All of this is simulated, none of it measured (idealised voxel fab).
Process module, titled voxel transistor to metal
In the cross-section labelled cut, the width is 215 nm and each square cell is 5 nm.
Cross-section = grid of square cells, listed top down in bands; band = one or more rows. Look at the band entry: it leads with the top's height and the bottom's height in nm. Then it lists the materials left to right, with a width in nm for each. The word "all across" on a single material says that material fills the band edge to edge. The word "empty" is empty space. Heights are expressed relative to 0, this being the level below which the as-received wafer comprises one material exclusively. The lowest band is unbounded in the downward direction and is denoted as in "0 nm and below". Note: "30..40" means the width goes from the first number (top row of the band) to the second number (bottom row) in equal steps per row of cells. "no change" means the step left every cell of the cross-section as it was. Empty spaces without an open route to the top, at least 8 cells in extent, make up the entry "Fully closed voids"; each is given as width x height at distance, where the distance is measured from the left edge, and all are in nm. On each step's line, the part that comes after the settings is the simulator's own comment on the step. overlay nm: step with mask; distance mask lay right of planned place; negative value = left of planned place.
### Process steps (planned)
1) op RECEIVE | material Si
2) op OXIDIZE | depth nm 5
3) op CONFORMAL_DEP | material SiN | thk nm 10
4) op DIRECTIONAL_DEP | material aC | thk nm 10
5) op PATTERN | tone cover | mask id ACTIVE | material resist | width nm 120 | thk nm 25 | overlay nm 0
6) op DIRECTIONAL_ETCH | etch materials aC | depth nm 10
7) op STRIP | etch materials resist
8) op DIRECTIONAL_ETCH | etch materials SiN | depth nm 10
9) op DIRECTIONAL_ETCH | etch materials SiO2 | depth nm 5
10) op DIRECTIONAL_ETCH | etch materials Si | depth nm 25
11) op STRIP | etch materials aC
12) op FILL_DEP | material SiO2 | thk nm 15
13) op CMP | height nm 10
14) op SELECTIVE_ETCH | etch materials SiO2 | depth nm 5
15) op STRIP | etch materials SiN
16) op SELECTIVE_ETCH | etch materials SiO2 | depth nm 5
17) op OXIDIZE | depth nm 5
18) op DIRECTIONAL_DEP | material polySi | thk nm 20
19) op DIRECTIONAL_DEP | material SiCN | thk nm 10
20) op MASKED_ETCH | tone cover | mask id GATE | width nm 30 | etch materials SiCN | depth nm 20 | overlay nm 0
21) op MASKED_ETCH | tone cover | mask id GATE | width nm 30 | etch materials polySi | depth nm 30 | overlay nm 0
22) op CONFORMAL_DEP | material SiO2 | thk nm 5
23) op DIRECTIONAL_ETCH | etch materials SiO2 | depth nm 5
24) op CONFORMAL_DEP | material SiN | thk nm 5
25) op DIRECTIONAL_ETCH | etch materials SiN | depth nm 5
26) op DIRECTIONAL_ETCH | etch materials SiO2 | depth nm 5
27) op EPI | material pSi | thk nm 5
28) op FILL_DEP | material SiO2 | thk nm 10
29) op CMP | height nm 15
30) op STRIP | etch materials polySi
31) op SELECTIVE_ETCH | etch materials SiO2 | depth nm 5
32) op CONFORMAL_DEP | material HfO2 | thk nm 5
33) op CONFORMAL_DEP | material TiN | thk nm 5
34) op FILL_DEP | material W | thk nm 10
35) op CMP | height nm 10
36) op DIRECTIONAL_DEP | material SiO2 | thk nm 15
37) op MASKED_ETCH | tone open | mask id CONTACT | width nm 20 | pitch nm 90 | etch materials SiO2 | depth nm 30 | overlay nm 0
38) op CONFORMAL_DEP | material TiN | thk nm 5
39) op FILL_DEP | material W | thk nm 10
40) op CMP | height nm 25
41) op CONFORMAL_DEP | material SiN | thk nm 5
42) op DIRECTIONAL_DEP | material SiO2 | thk nm 20
43) op MASKED_ETCH | tone open | mask id METAL_1 | width nm 20 | pitch nm 90 | etch materials SiO2 | depth nm 20 | overlay nm 0
44) op MASKED_ETCH | tone open | mask id METAL_1 | width nm 20 | pitch nm 90 | etch materials SiN | depth nm 5 | overlay nm 0
45) op CONFORMAL_DEP | material TiN | thk nm 5
46) op FILL_DEP | material Ru | thk nm 5
47) op CMP | height nm 50
48) op CONFORMAL_DEP | material SiCN | thk nm 5
### On the first of the two wafers: run conducted according to plan
### This is the cross-section of the wafer as we received it, i.e. after step 1
> 0 nm and below: Si all across
> Fully closed voids: none
### The following cross-section depicts the wafer upon completion of step 2
> 0 nm to -5 nm: SiO2 all across
> below -5: unchanged
### The following cross-section depicts the wafer upon completion of step 3
> 10 nm to 0 nm: SiN all across
> below 0: unchanged
### The following cross-section depicts the wafer upon completion of step 4
> 20 nm to 10 nm: aC all across
> below 10: unchanged
### The following cross-section depicts the wafer upon completion of step 5
> 45 nm to 20 nm: empty 45 nm, resist 120 nm, empty 50 nm
> below 20: unchanged
### The following cross-section depicts the wafer upon completion of step 6
> 35 nm to 20 nm: empty 45 nm, resist 120 nm, empty 50 nm
> 20 nm to 10 nm: empty 45 nm, aC 120 nm, empty 50 nm
> below 10: unchanged
### The following cross-section depicts the wafer upon completion of step 7
> 20 nm to 10 nm: empty 45 nm, aC 120 nm, empty 50 nm
> below 10: unchanged
### The following cross-section depicts the wafer upon completion of step 8
> 20 nm to 10 nm: empty 45 nm, aC 120 nm, empty 50 nm
> 10 nm to 0 nm: empty 45 nm, SiN 120 nm, empty 50 nm
> below 0: unchanged
### The following cross-section depicts the wafer upon completion of step 9
> 20 nm to 10 nm: empty 45 nm, aC 120 nm, empty 50 nm
> 10 nm to 0 nm: empty 45 nm, SiN 120 nm, empty 50 nm
> 0 nm to -5 nm: empty 45 nm, SiO2 120 nm, empty 50 nm
> below -5: unchanged
### The following cross-section depicts the wafer upon completion of step 10
> 20 nm to 10 nm: empty 45 nm, aC 120 nm, empty 50 nm
> 10 nm to 0 nm: empty 45 nm, SiN 120 nm, empty 50 nm
> 0 nm to -5 nm: empty 45 nm, SiO2 120 nm, empty 50 nm
> -5 nm to -30 nm: empty 45 nm, Si 120 nm, empty 50 nm
> below -30: unchanged
### The following cross-section depicts the wafer upon completion of step 11
> 10 nm to 0 nm: empty 45 nm, SiN 120 nm, empty 50 nm
> below 0: unchanged
### The following cross-section depicts the wafer upon completion of step 12
> 25 nm to 10 nm: SiO2 all across
> 10 nm to 0 nm: SiO2 45 nm, SiN 120 nm, SiO2 50 nm
> 0 nm to -5 nm: SiO2 all across
> -5 nm to -30 nm: SiO2 45 nm, Si 120 nm, SiO2 50 nm
> below -30: unchanged
### The following cross-section depicts the wafer upon completion of step 13
> 10 nm to 0 nm: SiO2 45 nm, SiN 120 nm, SiO2 50 nm
> below 0: unchanged
### The following cross-section depicts the wafer upon completion of step 14
> 10 nm to 5 nm: empty 45 nm, SiN 120 nm, empty 50 nm
> below 5: unchanged
### The following cross-section depicts the wafer upon completion of step 15
> 5 nm to 0 nm: SiO2 45 nm, empty 120 nm, SiO2 50 nm
> below 0: unchanged
### The following cross-section depicts the wafer upon completion of step 16
> 0 nm to -5 nm: SiO2 40 nm, empty 130 nm, SiO2 45 nm
> below -5: unchanged
### The following cross-section depicts the wafer upon completion of step 17
> 0 nm to -5 nm: SiO2 40 nm, empty 130 nm, SiO2 45 nm
> -5 nm to -10 nm: SiO2 all across
> below -10: unchanged
### The following cross-section depicts the wafer upon completion of step 18
> 20 nm to 15 nm: polySi 40 nm, empty 130 nm, polySi 45 nm
> 15 nm to 0 nm: polySi all across
> 0 nm to -5 nm: SiO2 40 nm, polySi 130 nm, SiO2 45 nm
> below -5: unchanged
### The following cross-section depicts the wafer upon completion of step 19
> 30 nm to 25 nm: SiCN 40 nm, empty 130 nm, SiCN 45 nm
> 25 nm to 20 nm: SiCN all across
> 20 nm to 15 nm: polySi 40 nm, SiCN 130 nm, polySi 45 nm
> below 15: unchanged
### The following cross-section depicts the wafer upon completion of step 20
> 25 nm to 20 nm: empty 90 nm, SiCN 30 nm, empty 95 nm
> 20 nm to 15 nm: polySi 40 nm, empty 50 nm, SiCN 30 nm, empty 50 nm, polySi 45 nm
> below 15: unchanged
### The following cross-section depicts the wafer upon completion of step 21
> 25 nm to 15 nm: empty 90 nm, SiCN 30 nm, empty 95 nm
> 15 nm to 0 nm: empty 90 nm, polySi 30 nm, empty 95 nm
> 0 nm to -5 nm: SiO2 40 nm, empty 50 nm, polySi 30 nm, empty 50 nm, SiO2 45 nm
> below -5: unchanged
### The following cross-section depicts the wafer upon completion of step 22
> 30 nm to 25 nm: empty 85 nm, SiO2 40 nm, empty 90 nm
> 25 nm to 15 nm: empty 85 nm, SiO2 5 nm, SiCN 30 nm, SiO2 5 nm, empty 90 nm
> 15 nm to 5 nm: empty 85 nm, SiO2 5 nm, polySi 30 nm, SiO2 5 nm, empty 90 nm
> 5 nm to 0 nm: SiO2 45 nm, empty 40 nm, SiO2 5 nm, polySi 30 nm, SiO2 5 nm, empty 40 nm, SiO2 50 nm
> 0 nm to -5 nm: SiO2 90 nm, polySi 30 nm, SiO2 95 nm
> below -5: unchanged
### The following cross-section depicts the wafer upon completion of step 23
> 25 nm to 15 nm: empty 85 nm, SiO2 5 nm, SiCN 30 nm, SiO2 5 nm, empty 90 nm
> 15 nm to 0 nm: empty 85 nm, SiO2 5 nm, polySi 30 nm, SiO2 5 nm, empty 90 nm
> 0 nm to -5 nm: SiO2 45 nm, empty 40 nm, SiO2 5 nm, polySi 30 nm, SiO2 5 nm, empty 40 nm, SiO2 50 nm
> below -5: unchanged
### The following cross-section depicts the wafer upon completion of step 24
> 30 nm to 25 nm: empty 80 nm, SiN 50 nm, empty 85 nm
> 25 nm to 15 nm: empty 80 nm, SiN 5 nm, SiO2 5 nm, SiCN 30 nm, SiO2 5 nm, SiN 5 nm, empty 85 nm
> 15 nm to 5 nm: empty 80 nm, SiN 5 nm, SiO2 5 nm, polySi 30 nm, SiO2 5 nm, SiN 5 nm, empty 85 nm
> 5 nm to 0 nm: SiN 50 nm, empty 30 nm, SiN 5 nm, SiO2 5 nm, polySi 30 nm, SiO2 5 nm, SiN 5 nm, empty 30 nm, SiN 55 nm
> 0 nm to -5 nm: SiO2 45 nm, SiN 40 nm, SiO2 5 nm, polySi 30 nm, SiO2 5 nm, SiN 40 nm, SiO2 50 nm
> below -5: unchanged
### The following cross-section depicts the wafer upon completion of step 25
> 25 nm to 15 nm: empty 80 nm, SiN 5 nm, SiO2 5 nm, SiCN 30 nm, SiO2 5 nm, SiN 5 nm, empty 85 nm
> 15 nm to 0 nm: empty 80 nm, SiN 5 nm, SiO2 5 nm, polySi 30 nm, SiO2 5 nm, SiN 5 nm, empty 85 nm
> 0 nm to -5 nm: SiO2 45 nm, SiN 5 nm, empty 30 nm, SiN 5 nm, SiO2 5 nm, polySi 30 nm, SiO2 5 nm, SiN 5 nm, empty 30 nm, SiN 5 nm, SiO2 50 nm
> below -5: unchanged
### The following cross-section depicts the wafer upon completion of step 26
> 25 nm to 20 nm: empty 80 nm, SiN 5 nm, empty 5 nm, SiCN 30 nm, empty 5 nm, SiN 5 nm, empty 85 nm
> 20 nm to 15 nm: empty 80 nm, SiN 5 nm, SiO2 5 nm, SiCN 30 nm, SiO2 5 nm, SiN 5 nm, empty 85 nm
> 15 nm to 0 nm: empty 80 nm, SiN 5 nm, SiO2 5 nm, polySi 30 nm, SiO2 5 nm, SiN 5 nm, empty 85 nm
> 0 nm to -5 nm: empty 45 nm, SiN 5 nm, empty 30 nm, SiN 5 nm, SiO2 5 nm, polySi 30 nm, SiO2 5 nm, SiN 5 nm, empty 30 nm, SiN 5 nm, empty 50 nm
> -5 nm to -10 nm: SiO2 50 nm, empty 30 nm, SiO2 50 nm, empty 30 nm, SiO2 55 nm
> below -10: unchanged
### The following cross-section depicts the wafer upon completion of step 27
> 25 nm to 20 nm: empty 80 nm, SiN 5 nm, empty 5 nm, SiCN 30 nm, empty 5 nm, SiN 5 nm, empty 85 nm
> 20 nm to 15 nm: empty 80 nm, SiN 5 nm, SiO2 5 nm, SiCN 30 nm, SiO2 5 nm, SiN 5 nm, empty 85 nm
> 15 nm to 0 nm: empty 80 nm, SiN 5 nm, SiO2 5 nm, polySi 30 nm, SiO2 5 nm, SiN 5 nm, empty 85 nm
> 0 nm to -5 nm: empty 45 nm, SiN 5 nm, empty 30 nm, SiN 5 nm, SiO2 5 nm, polySi 30 nm, SiO2 5 nm, SiN 5 nm, empty 30 nm, SiN 5 nm, empty 50 nm
> -5 nm to -10 nm: SiO2 50 nm, pSi 30 nm, SiO2 50 nm, pSi 30 nm, SiO2 55 nm
> below -10: unchanged
### The following cross-section depicts the wafer upon completion of step 28
> 35 nm to 25 nm: SiO2 all across
> 25 nm to 15 nm: SiO2 80 nm, SiN 5 nm, SiO2 5 nm, SiCN 30 nm, SiO2 5 nm, SiN 5 nm, SiO2 85 nm
> 15 nm to 0 nm: SiO2 80 nm, SiN 5 nm, SiO2 5 nm, polySi 30 nm, SiO2 5 nm, SiN 5 nm, SiO2 85 nm
> 0 nm to -5 nm: SiO2 45 nm, SiN 5 nm, SiO2 30 nm, SiN 5 nm, SiO2 5 nm, polySi 30 nm, SiO2 5 nm, SiN 5 nm, SiO2 30 nm, SiN 5 nm, SiO2 50 nm
> below -5: unchanged
### The following cross-section depicts the wafer upon completion of step 29
> 15 nm to 0 nm: SiO2 80 nm, SiN 5 nm, SiO2 5 nm, polySi 30 nm, SiO2 5 nm, SiN 5 nm, SiO2 85 nm
> below 0: unchanged
### The following cross-section depicts the wafer upon completion of step 30
> 15 nm to 0 nm: SiO2 80 nm, SiN 5 nm, SiO2 5 nm, empty 30 nm, SiO2 5 nm, SiN 5 nm, SiO2 85 nm
> 0 nm to -5 nm: SiO2 45 nm, SiN 5 nm, SiO2 30 nm, SiN 5 nm, SiO2 5 nm, empty 30 nm, SiO2 5 nm, SiN 5 nm, SiO2 30 nm, SiN 5 nm, SiO2 50 nm
> below -5: unchanged
### The following cross-section depicts the wafer upon completion of step 31
> 15 nm to 10 nm: empty 80 nm, SiN 5 nm, empty 40 nm, SiN 5 nm, empty 85 nm
> 10 nm to 0 nm: SiO2 80 nm, SiN 5 nm, empty 40 nm, SiN 5 nm, SiO2 85 nm
> 0 nm to -5 nm: SiO2 45 nm, SiN 5 nm, SiO2 30 nm, SiN 5 nm, empty 40 nm, SiN 5 nm, SiO2 30 nm, SiN 5 nm, SiO2 50 nm
> -5 nm to -10 nm: SiO2 50 nm, pSi 30 nm, SiO2 5 nm, empty 40 nm, SiO2 5 nm, pSi 30 nm, SiO2 55 nm
> below -10: unchanged
### The following cross-section depicts the wafer upon completion of step 32
> 20 nm to 15 nm: empty 75 nm, HfO2 15 nm, empty 30 nm, HfO2 15 nm, empty 80 nm
> 15 nm to 10 nm: HfO2 80 nm, SiN 5 nm, HfO2 5 nm, empty 30 nm, HfO2 5 nm, SiN 5 nm, HfO2 85 nm
> 10 nm to 0 nm: SiO2 80 nm, SiN 5 nm, HfO2 5 nm, empty 30 nm, HfO2 5 nm, SiN 5 nm, SiO2 85 nm
> 0 nm to -5 nm: SiO2 45 nm, SiN 5 nm, SiO2 30 nm, SiN 5 nm, HfO2 5 nm, empty 30 nm, HfO2 5 nm, SiN 5 nm, SiO2 30 nm, SiN 5 nm, SiO2 50 nm
> -5 nm to -10 nm: SiO2 50 nm, pSi 30 nm, SiO2 5 nm, HfO2 40 nm, SiO2 5 nm, pSi 30 nm, SiO2 55 nm
> below -10: unchanged
### The following cross-section depicts the wafer upon completion of step 33
> 25 nm to 20 nm: empty 70 nm, TiN 25 nm, empty 20 nm, TiN 25 nm, empty 75 nm
> 20 nm to 15 nm: TiN 75 nm, HfO2 15 nm, TiN 5 nm, empty 20 nm, TiN 5 nm, HfO2 15 nm, TiN 80 nm
> 15 nm to 10 nm: HfO2 80 nm, SiN 5 nm, HfO2 5 nm, TiN 5 nm, empty 20 nm, TiN 5 nm, HfO2 5 nm, SiN 5 nm, HfO2 85 nm
> 10 nm to 0 nm: SiO2 80 nm, SiN 5 nm, HfO2 5 nm, TiN 5 nm, empty 20 nm, TiN 5 nm, HfO2 5 nm, SiN 5 nm, SiO2 85 nm
> 0 nm to -5 nm: SiO2 45 nm, SiN 5 nm, SiO2 30 nm, SiN 5 nm, HfO2 5 nm, TiN 30 nm, HfO2 5 nm, SiN 5 nm, SiO2 30 nm, SiN 5 nm, SiO2 50 nm
> below -5: unchanged
### The following cross-section depicts the wafer upon completion of step 34
> 35 nm to 25 nm: W all across
> 25 nm to 20 nm: W 70 nm, TiN 25 nm, W 20 nm, TiN 25 nm, W 75 nm
> 20 nm to 15 nm: TiN 75 nm, HfO2 15 nm, TiN 5 nm, W 20 nm, TiN 5 nm, HfO2 15 nm, TiN 80 nm
> 15 nm to 10 nm: HfO2 80 nm, SiN 5 nm, HfO2 5 nm, TiN 5 nm, W 20 nm, TiN 5 nm, HfO2 5 nm, SiN 5 nm, HfO2 85 nm
> 10 nm to 0 nm: SiO2 80 nm, SiN 5 nm, HfO2 5 nm, TiN 5 nm, W 20 nm, TiN 5 nm, HfO2 5 nm, SiN 5 nm, SiO2 85 nm
> below 0: unchanged
### The following cross-section depicts the wafer upon completion of step 35
> 10 nm to 0 nm: SiO2 80 nm, SiN 5 nm, HfO2 5 nm, TiN 5 nm, W 20 nm, TiN 5 nm, HfO2 5 nm, SiN 5 nm, SiO2 85 nm
> below 0: unchanged
### The following cross-section depicts the wafer upon completion of step 36
> 25 nm to 10 nm: SiO2 all across
> below 10: unchanged
### The following cross-section depicts the wafer upon completion of step 37
> 25 nm to 10 nm: SiO2 50 nm, empty 20 nm, SiO2 70 nm, empty 20 nm, SiO2 55 nm
> 10 nm to 0 nm: SiO2 50 nm, empty 20 nm, SiO2 10 nm, SiN 5 nm, HfO2 5 nm, TiN 5 nm, W 20 nm, TiN 5 nm, HfO2 5 nm, SiN 5 nm, SiO2 10 nm, empty 20 nm, SiO2 55 nm
> 0 nm to -5 nm: SiO2 45 nm, SiN 5 nm, empty 20 nm, SiO2 10 nm, SiN 5 nm, HfO2 5 nm, TiN 30 nm, HfO2 5 nm, SiN 5 nm, SiO2 10 nm, empty 20 nm, SiN 5 nm, SiO2 50 nm
> below -5: unchanged
### The following cross-section depicts the wafer upon completion of step 38
> 30 nm to 25 nm: TiN 55 nm, empty 10 nm, TiN 80 nm, empty 10 nm, TiN 60 nm
> 25 nm to 10 nm: SiO2 50 nm, TiN 5 nm, empty 10 nm, TiN 5 nm, SiO2 70 nm, TiN 5 nm, empty 10 nm, TiN 5 nm, SiO2 55 nm
> 10 nm to 0 nm: SiO2 50 nm, TiN 5 nm, empty 10 nm, TiN 5 nm, SiO2 10 nm, SiN 5 nm, HfO2 5 nm, TiN 5 nm, W 20 nm, TiN 5 nm, HfO2 5 nm, SiN 5 nm, SiO2 10 nm, TiN 5 nm, empty 10 nm, TiN 5 nm, SiO2 55 nm
> 0 nm to -5 nm: SiO2 45 nm, SiN 5 nm, TiN 20 nm, SiO2 10 nm, SiN 5 nm, HfO2 5 nm, TiN 30 nm, HfO2 5 nm, SiN 5 nm, SiO2 10 nm, TiN 20 nm, SiN 5 nm, SiO2 50 nm
> below -5: unchanged
### The following cross-section depicts the wafer upon completion of step 39
> 40 nm to 30 nm: W all across
> 30 nm to 25 nm: TiN 55 nm, W 10 nm, TiN 80 nm, W 10 nm, TiN 60 nm
> 25 nm to 10 nm: SiO2 50 nm, TiN 5 nm, W 10 nm, TiN 5 nm, SiO2 70 nm, TiN 5 nm, W 10 nm, TiN 5 nm, SiO2 55 nm
> 10 nm to 0 nm: SiO2 50 nm, TiN 5 nm, W 10 nm, TiN 5 nm, SiO2 10 nm, SiN 5 nm, HfO2 5 nm, TiN 5 nm, W 20 nm, TiN 5 nm, HfO2 5 nm, SiN 5 nm, SiO2 10 nm, TiN 5 nm, W 10 nm, TiN 5 nm, SiO2 55 nm
> below 0: unchanged
### The following cross-section depicts the wafer upon completion of step 40
> 25 nm to 10 nm: SiO2 50 nm, TiN 5 nm, W 10 nm, TiN 5 nm, SiO2 70 nm, TiN 5 nm, W 10 nm, TiN 5 nm, SiO2 55 nm
> below 10: unchanged
### The following cross-section depicts the wafer upon completion of step 41
> 30 nm to 25 nm: SiN all across
> below 25: unchanged
### The following cross-section depicts the wafer upon completion of step 42
> 50 nm to 30 nm: SiO2 all across
> below 30: unchanged
### The following cross-section depicts the wafer upon completion of step 43
> 50 nm to 30 nm: SiO2 50 nm, empty 20 nm, SiO2 70 nm, empty 20 nm, SiO2 55 nm
> below 30: unchanged
### The following cross-section depicts the wafer upon completion of step 44
> 50 nm to 30 nm: SiO2 50 nm, empty 20 nm, SiO2 70 nm, empty 20 nm, SiO2 55 nm
> 30 nm to 25 nm: SiN 50 nm, empty 20 nm, SiN 70 nm, empty 20 nm, SiN 55 nm
> below 25: unchanged
### The following cross-section depicts the wafer upon completion of step 45
> 55 nm to 50 nm: TiN 55 nm, empty 10 nm, TiN 80 nm, empty 10 nm, TiN 60 nm
> 50 nm to 30 nm: SiO2 50 nm, TiN 5 nm, empty 10 nm, TiN 5 nm, SiO2 70 nm, TiN 5 nm, empty 10 nm, TiN 5 nm, SiO2 55 nm
> 30 nm to 25 nm: SiN 50 nm, TiN 20 nm, SiN 70 nm, TiN 20 nm, SiN 55 nm
> below 25: unchanged
### The following cross-section depicts the wafer upon completion of step 46
> 60 nm to 55 nm: Ru all across
> 55 nm to 50 nm: TiN 55 nm, Ru 10 nm, TiN 80 nm, Ru 10 nm, TiN 60 nm
> 50 nm to 30 nm: SiO2 50 nm, TiN 5 nm, Ru 10 nm, TiN 5 nm, SiO2 70 nm, TiN 5 nm, Ru 10 nm, TiN 5 nm, SiO2 55 nm
> below 30: unchanged
### The following cross-section depicts the wafer upon completion of step 47
> 50 nm to 30 nm: SiO2 50 nm, TiN 5 nm, Ru 10 nm, TiN 5 nm, SiO2 70 nm, TiN 5 nm, Ru 10 nm, TiN 5 nm, SiO2 55 nm
> below 30: unchanged
### The following cross-section depicts the wafer upon completion of step 48
> 55 nm to 50 nm: SiCN all across
> below 50: unchanged
### second wafer: like start, like plan, one mistake. Through step 36 it matches the first wafer
### Second wafer, section view, time point: scheduled end of step 37
> 25 nm to 10 nm: SiO2 40 nm, empty 20 nm, SiO2 70 nm, empty 20 nm, SiO2 65 nm
> 10 nm to 0 nm: SiO2 40 nm, empty 20 nm, SiO2 20 nm, SiN 5 nm, HfO2 5 nm, TiN 5 nm, W 20 nm, TiN 5 nm, HfO2 5 nm, SiN 5 nm, empty 20 nm, SiO2 65 nm
> 0 nm to -5 nm: SiO2 40 nm, empty 5 nm, SiN 5 nm, empty 10 nm, SiO2 20 nm, SiN 5 nm, HfO2 5 nm, TiN 30 nm, HfO2 5 nm, SiN 5 nm, empty 20 nm, SiO2 10 nm, SiN 5 nm, SiO2 50 nm
> below -5: unchanged
### Second wafer, section view, time point: scheduled end of step 38
> 30 nm to 25 nm: TiN 45 nm, empty 10 nm, TiN 80 nm, empty 10 nm, TiN 70 nm
> 25 nm to 10 nm: SiO2 40 nm, TiN 5 nm, empty 10 nm, TiN 5 nm, SiO2 70 nm, TiN 5 nm, empty 10 nm, TiN 5 nm, SiO2 65 nm
> 10 nm to 5 nm: SiO2 40 nm, TiN 5 nm, empty 10 nm, TiN 5 nm, SiO2 20 nm, SiN 5 nm, HfO2 5 nm, TiN 5 nm, W 20 nm, TiN 5 nm, HfO2 5 nm, SiN 5 nm, TiN 5 nm, empty 10 nm, TiN 5 nm, SiO2 65 nm
> 5 nm to 0 nm: SiO2 40 nm, TiN 20 nm, SiO2 20 nm, SiN 5 nm, HfO2 5 nm, TiN 5 nm, W 20 nm, TiN 5 nm, HfO2 5 nm, SiN 5 nm, TiN 5 nm, empty 10 nm, TiN 5 nm, SiO2 65 nm
> 0 nm to -5 nm: SiO2 40 nm, TiN 5 nm, SiN 5 nm, TiN 10 nm, SiO2 20 nm, SiN 5 nm, HfO2 5 nm, TiN 30 nm, HfO2 5 nm, SiN 5 nm, TiN 20 nm, SiO2 10 nm, SiN 5 nm, SiO2 50 nm
> below -5: unchanged
### Second wafer, section view, time point: scheduled end of step 39
> 40 nm to 30 nm: W all across
> 30 nm to 25 nm: TiN 45 nm, W 10 nm, TiN 80 nm, W 10 nm, TiN 70 nm
> 25 nm to 10 nm: SiO2 40 nm, TiN 5 nm, W 10 nm, TiN 5 nm, SiO2 70 nm, TiN 5 nm, W 10 nm, TiN 5 nm, SiO2 65 nm
> 10 nm to 5 nm: SiO2 40 nm, TiN 5 nm, W 10 nm, TiN 5 nm, SiO2 20 nm, SiN 5 nm, HfO2 5 nm, TiN 5 nm, W 20 nm, TiN 5 nm, HfO2 5 nm, SiN 5 nm, TiN 5 nm, W 10 nm, TiN 5 nm, SiO2 65 nm
> 5 nm to 0 nm: SiO2 40 nm, TiN 20 nm, SiO2 20 nm, SiN 5 nm, HfO2 5 nm, TiN 5 nm, W 20 nm, TiN 5 nm, HfO2 5 nm, SiN 5 nm, TiN 5 nm, W 10 nm, TiN 5 nm, SiO2 65 nm
> below 0: unchanged
### Second wafer, section view, time point: scheduled end of step 40
> 25 nm to 10 nm: SiO2 40 nm, TiN 5 nm, W 10 nm, TiN 5 nm, SiO2 70 nm, TiN 5 nm, W 10 nm, TiN 5 nm, SiO2 65 nm
> below 10: unchanged
### Second wafer, section view, time point: scheduled end of step 41
> 30 nm to 25 nm: SiN all across
> below 25: unchanged
### Second wafer, section view, time point: scheduled end of step 42
> 50 nm to 30 nm: SiO2 all across
> below 30: unchanged
### Second wafer, section view, time point: scheduled end of step 43
> 50 nm to 30 nm: SiO2 50 nm, empty 20 nm, SiO2 70 nm, empty 20 nm, SiO2 55 nm
> below 30: unchanged
### Second wafer, section view, time point: scheduled end of step 44
> 50 nm to 30 nm: SiO2 50 nm, empty 20 nm, SiO2 70 nm, empty 20 nm, SiO2 55 nm
> 30 nm to 25 nm: SiN 50 nm, empty 20 nm, SiN 70 nm, empty 20 nm, SiN 55 nm
> below 25: unchanged
### Second wafer, section view, time point: scheduled end of step 45
> 55 nm to 50 nm: TiN 55 nm, empty 10 nm, TiN 80 nm, empty 10 nm, TiN 60 nm
> 50 nm to 30 nm: SiO2 50 nm, TiN 5 nm, empty 10 nm, TiN 5 nm, SiO2 70 nm, TiN 5 nm, empty 10 nm, TiN 5 nm, SiO2 55 nm
> 30 nm to 25 nm: SiN 50 nm, TiN 20 nm, SiN 70 nm, TiN 20 nm, SiN 55 nm
> below 25: unchanged
### Second wafer, section view, time point: scheduled end of step 46
> 60 nm to 55 nm: Ru all across
> 55 nm to 50 nm: TiN 55 nm, Ru 10 nm, TiN 80 nm, Ru 10 nm, TiN 60 nm
> 50 nm to 30 nm: SiO2 50 nm, TiN 5 nm, Ru 10 nm, TiN 5 nm, SiO2 70 nm, TiN 5 nm, Ru 10 nm, TiN 5 nm, SiO2 55 nm
> below 30: unchanged
### Second wafer, section view, time point: scheduled end of step 47
> 50 nm to 30 nm: SiO2 50 nm, TiN 5 nm, Ru 10 nm, TiN 5 nm, SiO2 70 nm, TiN 5 nm, Ru 10 nm, TiN 5 nm, SiO2 55 nm
> below 30: unchanged
### Second wafer, section view, time point: scheduled end of step 48
> 55 nm to 50 nm: SiCN all across
> below 50: unchanged
Want to know what went wrong? step 37 ran as: op MASKED_ETCH | tone open | mask id CONTACT | width nm 20 | pitch nm 90 | etch materials SiO2 | depth nm 30 | overlay nm -10
Counted in cells at the end, the second wafer holds more or fewer of these materials than the first: +1 SiO2, +1 TiN, -2 W
